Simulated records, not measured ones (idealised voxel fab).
process module | voxel capacitor over wiring
cross-section cut | 240 nm wide | cells 5 nm
A cross-section is a grid of square cells, given in bands from the top down. A band is one or more rows of cells.
Each band's line starts with the height of the band's top and of its bottom, in nm. Then come its materials from left to right, each with its width in nm. One material with "throughout" fills the band from edge to edge. "air" is empty space.
Height 0 is the level under which the wafer as received is all one material. The lowest band goes on downwards, as in "0 down".
A width such as "30 to 40" changes by the same amount from each row of cells to the next, from the band's top row to its bottom row.
"no change" after a step means that no cell of the cross-section changed.
closed voids: empty space of 8 cells or more with no open way to the top, each as width x height at its distance from the left edge, in nm
after a step's settings: what the simulator itself notes on the step
overlay nm, on a step with a mask: how far to the right of its planned place the mask lay; to the left if negative
plan
1 op RECEIVE | material Si
2 op CONFORMAL_DEP | material SiO2 | thk nm 10
3 op CONFORMAL_DEP | material SiCN | thk nm 5
4 op DIRECTIONAL_DEP | material lowk | thk nm 15
5 op MASKED_ETCH | tone open | mask id METAL_1 | width nm 20 | pitch nm 85 | etch materials lowk | depth nm 15 | overlay nm 0
6 op MASKED_ETCH | tone open | mask id METAL_1 | width nm 20 | pitch nm 85 | etch materials SiCN | depth nm 5 | overlay nm 0
7 op CONFORMAL_DEP | material TiN | thk nm 5
8 op FILL_DEP | material Cu | thk nm 10
9 op CMP | height nm 30
10 op EPI | material Ru | thk nm 5
11 op FILL_DEP | material SiCN | thk nm 5
12 op DIRECTIONAL_DEP | material SiO2 | thk nm 10
13 op MASKED_ETCH | tone open | mask id PLUG_1 | width nm 15 | etch materials SiO2 | depth nm 10 | overlay nm 0
14 op MASKED_ETCH | tone open | mask id PLUG_1 | width nm 15 | etch materials SiCN | depth nm 5 | overlay nm 0
15 op CONFORMAL_DEP | material TiN | thk nm 5
16 op FILL_DEP | material Ru | thk nm 10
17 op CMP | height nm 50
18 op DIRECTIONAL_DEP | material TiN | thk nm 5
19 op DIRECTIONAL_DEP | material Al2O3 | thk nm 5
20 op DIRECTIONAL_DEP | material TiN | thk nm 5
21 op PATTERN | tone cover | mask id UPPER_PLATE | material resist | width nm 70 | thk nm 20 | overlay nm 0
22 op DIRECTIONAL_ETCH | etch materials TiN | depth nm 5
23 op DIRECTIONAL_ETCH | etch materials Al2O3 | depth nm 5
24 op STRIP | etch materials resist
25 op MASKED_ETCH | tone cover | mask id LOWER_PLATE | width nm 80 | etch materials TiN | depth nm 5 | overlay nm 0
26 op FILL_DEP | material SiO2 | thk nm 20
27 op CMP | height nm 80
28 op PATTERN | tone open | mask id PLUG_2 | material resist | width nm 15 | thk nm 20 | overlay nm 0
29 op DIRECTIONAL_ETCH | etch materials SiO2 | depth nm 15
30 op STRIP | etch materials resist
31 op CONFORMAL_DEP | material TiN | thk nm 5
32 op FILL_DEP | material Ru | thk nm 5
33 op CMP | height nm 80
34 op CONFORMAL_DEP | material SiN | thk nm 5
first wafer, as planned
as received, after step 1
  0 down: Si throughout
  closed voids: none
after step 2
  10 to 0: SiO2 throughout
  below 0: unchanged
after step 3
  15 to 10: SiCN throughout
  below 10: unchanged
after step 4
  30 to 15: lowk throughout
  below 15: unchanged
after step 5
  30 to 15: lowk 65 | air 20 | lowk 65 | air 20 | lowk 70
  below 15: unchanged
after step 6
  30 to 15: lowk 65 | air 20 | lowk 65 | air 20 | lowk 70
  15 to 10: SiCN 65 | air 20 | SiCN 65 | air 20 | SiCN 70
  below 10: unchanged
after step 7
  35 to 30: TiN 70 | air 10 | TiN 75 | air 10 | TiN 75
  30 to 15: lowk 65 | TiN 5 | air 10 | TiN 5 | lowk 65 | TiN 5 | air 10 | TiN 5 | lowk 70
  15 to 10: SiCN 65 | TiN 20 | SiCN 65 | TiN 20 | SiCN 70
  below 10: unchanged
after step 8
  45 to 35: Cu throughout
  35 to 30: TiN 70 | Cu 10 | TiN 75 | Cu 10 | TiN 75
  30 to 15: lowk 65 | TiN 5 | Cu 10 | TiN 5 | lowk 65 | TiN 5 | Cu 10 | TiN 5 | lowk 70
  below 15: unchanged
after step 9
  30 to 15: lowk 65 | TiN 5 | Cu 10 | TiN 5 | lowk 65 | TiN 5 | Cu 10 | TiN 5 | lowk 70
  below 15: unchanged
after step 10
  35 to 30: air 60 | Ru 30 | air 55 | Ru 30 | air 65
  below 30: unchanged
after step 11
  40 to 35: SiCN throughout
  35 to 30: SiCN 60 | Ru 30 | SiCN 55 | Ru 30 | SiCN 65
  below 30: unchanged
after step 12
  50 to 40: SiO2 throughout
  below 40: unchanged
after step 13
  50 to 40: SiO2 70 | air 15 | SiO2 155
  below 40: unchanged
after step 14
  50 to 40: SiO2 70 | air 15 | SiO2 155
  40 to 35: SiCN 70 | air 15 | SiCN 155
  below 35: unchanged
after step 15
  55 to 50: TiN 75 | air 5 | TiN 160
  50 to 40: SiO2 70 | TiN 5 | air 5 | TiN 5 | SiO2 155
  40 to 35: SiCN 70 | TiN 15 | SiCN 155
  below 35: unchanged
after step 16
  65 to 55: Ru throughout
  55 to 50: TiN 75 | Ru 5 | TiN 160
  50 to 40: SiO2 70 | TiN 5 | Ru 5 | TiN 5 | SiO2 155
  below 40: unchanged
after step 17
  50 to 40: SiO2 70 | TiN 5 | Ru 5 | TiN 5 | SiO2 155
  below 40: unchanged
after step 18
  55 to 50: TiN throughout
  below 50: unchanged
after step 19
  60 to 55: Al2O3 throughout
  below 55: unchanged
after step 20
  65 to 60: TiN throughout
  below 60: unchanged
after step 21
  85 to 65: air 70 | resist 70 | air 100
  below 65: unchanged
after step 22
  85 to 65: air 70 | resist 70 | air 100
  65 to 60: air 70 | TiN 70 | air 100
  below 60: unchanged
after step 23
  85 to 65: air 70 | resist 70 | air 100
  65 to 60: air 70 | TiN 70 | air 100
  60 to 55: air 70 | Al2O3 70 | air 100
  below 55: unchanged
after step 24
  65 to 60: air 70 | TiN 70 | air 100
  below 60: unchanged
after step 25
  65 to 60: air 70 | TiN 70 | air 100
  60 to 55: air 70 | Al2O3 70 | air 100
  55 to 50: air 65 | TiN 80 | air 95
  below 50: unchanged
after step 26
  85 to 65: SiO2 throughout
  65 to 60: SiO2 70 | TiN 70 | SiO2 100
  60 to 55: SiO2 70 | Al2O3 70 | SiO2 100
  55 to 50: SiO2 65 | TiN 80 | SiO2 95
  below 50: unchanged
after step 27
  80 to 65: SiO2 throughout
  below 65: unchanged
after step 28
  100 to 80: resist 80 | air 15 | resist 145
  below 80: unchanged
after step 29
  100 to 80: resist 80 | air 15 | resist 145
  80 to 65: SiO2 80 | air 15 | SiO2 145
  below 65: unchanged
after step 30
  80 to 65: SiO2 80 | air 15 | SiO2 145
  below 65: unchanged
after step 31
  85 to 80: TiN 85 | air 5 | TiN 150
  80 to 70: SiO2 80 | TiN 5 | air 5 | TiN 5 | SiO2 145
  70 to 60: SiO2 80 to 70 | TiN 15 to 70 | SiO2 145 to 100
  below 60: unchanged
after step 32
  90 to 85: Ru throughout
  85 to 80: TiN 85 | Ru 5 | TiN 150
  80 to 70: SiO2 80 | TiN 5 | Ru 5 | TiN 5 | SiO2 145
  below 70: unchanged
after step 33
  80 to 70: SiO2 80 | TiN 5 | Ru 5 | TiN 5 | SiO2 145
  below 70: unchanged
after step 34
  85 to 80: SiN throughout
  below 80: unchanged
second wafer: like start, like plan, one mistake. Through step 4 it matches the first wafer
when step 5 should have ended
  30 to 15: lowk 60 | air 30 | lowk 55 | air 30 | lowk 65
  below 15: unchanged
when step 6 should have ended
  30 to 15: lowk 60 | air 30 | lowk 55 | air 30 | lowk 65
  15 to 10: SiCN 65 | air 20 | SiCN 65 | air 20 | SiCN 70
  below 10: unchanged
when step 7 should have ended
  35 to 30: TiN 65 | air 20 | TiN 65 | air 20 | TiN 70
  30 to 20: lowk 60 | TiN 5 | air 20 | TiN 5 | lowk 55 | TiN 5 | air 20 | TiN 5 | lowk 65
  20 to 15: lowk 60 | TiN 10 | air 10 | TiN 10 | lowk 55 | TiN 10 | air 10 | TiN 10 | lowk 65
  15 to 10: SiCN 65 | TiN 20 | SiCN 65 | TiN 20 | SiCN 70
  below 10: unchanged
when step 8 should have ended
  45 to 35: Cu throughout
  35 to 30: TiN 65 | Cu 20 | TiN 65 | Cu 20 | TiN 70
  30 to 20: lowk 60 | TiN 5 | Cu 20 | TiN 5 | lowk 55 | TiN 5 | Cu 20 | TiN 5 | lowk 65
  20 to 15: lowk 60 | TiN 10 | Cu 10 | TiN 10 | lowk 55 | TiN 10 | Cu 10 | TiN 10 | lowk 65
  below 15: unchanged
when step 9 should have ended
  30 to 20: lowk 60 | TiN 5 | Cu 20 | TiN 5 | lowk 55 | TiN 5 | Cu 20 | TiN 5 | lowk 65
  below 20: unchanged
when step 10 should have ended
  35 to 30: air 55 | Ru 40 | air 45 | Ru 40 | air 60
  below 30: unchanged
when step 11 should have ended
  40 to 35: SiCN throughout
  35 to 30: SiCN 55 | Ru 40 | SiCN 45 | Ru 40 | SiCN 60
  below 30: unchanged
when step 12 should have ended
  50 to 40: SiO2 throughout
  below 40: unchanged
when step 13 should have ended
  50 to 40: SiO2 70 | air 15 | SiO2 155
  below 40: unchanged
when step 14 should have ended
  50 to 40: SiO2 70 | air 15 | SiO2 155
  40 to 35: SiCN 70 | air 15 | SiCN 155
  below 35: unchanged
when step 15 should have ended
  55 to 50: TiN 75 | air 5 | TiN 160
  50 to 40: SiO2 70 | TiN 5 | air 5 | TiN 5 | SiO2 155
  40 to 35: SiCN 70 | TiN 15 | SiCN 155
  below 35: unchanged
when step 16 should have ended
  65 to 55: Ru throughout
  55 to 50: TiN 75 | Ru 5 | TiN 160
  50 to 40: SiO2 70 | TiN 5 | Ru 5 | TiN 5 | SiO2 155
  below 40: unchanged
when step 17 should have ended
  50 to 40: SiO2 70 | TiN 5 | Ru 5 | TiN 5 | SiO2 155
  below 40: unchanged
when step 18 should have ended
  55 to 50: TiN throughout
  below 50: unchanged
when step 19 should have ended
  60 to 55: Al2O3 throughout
  below 55: unchanged
when step 20 should have ended
  65 to 60: TiN throughout
  below 60: unchanged
when step 21 should have ended
  85 to 65: air 70 | resist 70 | air 100
  below 65: unchanged
when step 22 should have ended
  85 to 65: air 70 | resist 70 | air 100
  65 to 60: air 70 | TiN 70 | air 100
  below 60: unchanged
when step 23 should have ended
  85 to 65: air 70 | resist 70 | air 100
  65 to 60: air 70 | TiN 70 | air 100
  60 to 55: air 70 | Al2O3 70 | air 100
  below 55: unchanged
when step 24 should have ended
  65 to 60: air 70 | TiN 70 | air 100
  below 60: unchanged
when step 25 should have ended
  65 to 60: air 70 | TiN 70 | air 100
  60 to 55: air 70 | Al2O3 70 | air 100
  55 to 50: air 65 | TiN 80 | air 95
  below 50: unchanged
when step 26 should have ended
  85 to 65: SiO2 throughout
  65 to 60: SiO2 70 | TiN 70 | SiO2 100
  60 to 55: SiO2 70 | Al2O3 70 | SiO2 100
  55 to 50: SiO2 65 | TiN 80 | SiO2 95
  below 50: unchanged
when step 27 should have ended
  80 to 65: SiO2 throughout
  below 65: unchanged
when step 28 should have ended
  100 to 80: resist 80 | air 15 | resist 145
  below 80: unchanged
when step 29 should have ended
  100 to 80: resist 80 | air 15 | resist 145
  80 to 65: SiO2 80 | air 15 | SiO2 145
  below 65: unchanged
when step 30 should have ended
  80 to 65: SiO2 80 | air 15 | SiO2 145
  below 65: unchanged
when step 31 should have ended
  85 to 80: TiN 85 | air 5 | TiN 150
  80 to 70: SiO2 80 | TiN 5 | air 5 | TiN 5 | SiO2 145
  70 to 60: SiO2 80 to 70 | TiN 15 to 70 | SiO2 145 to 100
  below 60: unchanged
when step 32 should have ended
  90 to 85: Ru throughout
  85 to 80: TiN 85 | Ru 5 | TiN 150
  80 to 70: SiO2 80 | TiN 5 | Ru 5 | TiN 5 | SiO2 145
  below 70: unchanged
when step 33 should have ended
  80 to 70: SiO2 80 | TiN 5 | Ru 5 | TiN 5 | SiO2 145
  below 70: unchanged
when step 34 should have ended
  85 to 80: SiN throughout
  below 80: unchanged
what went wrong: step 5 ran as: op MASKED_ETCH | tone open | mask id METAL_1 | width nm 30 | pitch nm 85 | etch materials lowk | depth nm 15 | overlay nm 0
at the end the second wafer has, in cells: 8 more of Cu | 4 more of Ru | 4 fewer of SiCN | 4 more of TiN | 12 fewer of lowk
